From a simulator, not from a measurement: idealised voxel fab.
Title: Process Module voxel ribs on slabs
FYI the section here is cut, 290 nm wide, cells are 5 nm squares.
Throughout this document, each cross-section is represented as a grid of square cells and is presented as a sequence of bands enumerated from the top downward, where a band comprises one or more rows of cells.
A band entry consists of two parts. The first gives the height of the band's top and the height of its bottom, in nm. The rest lists the band's materials from left to right, each with its width in nm. A single material labelled with the word "all across" fills the band from edge to edge, and the word "empty" marks empty space.
Height datum 0, below which the as-received substrate wafer is one material. Lowest band open at the bottom, running downward: "0..down".
With a width like "30 to 40", each row of cells in the band differs from the next by the same amount, the top row carrying the first number and the bottom row the second.
Where a step carries "same as before", the cross-section came out of it unchanged, cell for cell.
Look at "Listed closed voids" for the closed voids: empty spaces with no open path to the top, sized 8 cells or up. Each is width x height at distance, distance from the left edge, all nm.
If you see something after the settings on a step's line, that's the simulator's own remark about that step.
overlay nm: where the mask lay relative to plan, measured to the right, on steps with a mask; negatives go left.
[This section lists the process steps that were planned]
- 1: RECEIVE, material Si
- 2: DIRECTIONAL_DEP, material SiO2, thk nm 30
- 3: DIRECTIONAL_DEP, material SiN, thk nm 25
- 4: MASKED_ETCH, tone cover, mask id RIB, width nm 20, etch materials SiN, depth nm 10, overlay nm 0
- 5: MASKED_ETCH, tone cover, mask id SLAB, width nm 80, etch materials SiN, depth nm 15, overlay nm 0
- 6: FILL_DEP, material SiO2, thk nm 20
- 7: CMP, height nm 70
- 8: DIRECTIONAL_DEP, material W, thk nm 5
- 9: MASKED_ETCH, tone cover, mask id HEATER, width nm 30, etch materials W, depth nm 5, overlay nm 0
- 10: CONFORMAL_DEP, material SiO2, thk nm 5
[Cross-sectional view of the wafer in its as-received condition, corresponding to the state after step 1]
    0..down: Si all across
    Listed closed voids: none
[Starting structure and process plan are as shown above, but one mistake was made in running the module; the wafer cross-section at the end of the module follows]
    75..70: 130 empty | 30 W | 130 empty
    70..55: SiO2 all across
    55..45: 135 SiO2 | 20 SiN | 135 SiO2
    45..30: 105 SiO2 | 80 SiN | 105 SiO2
    30..0: SiO2 all across
    0..down: Si all across
    Listed closed voids: none
The plan and the run diverged here: plan step 10: skipped, not run
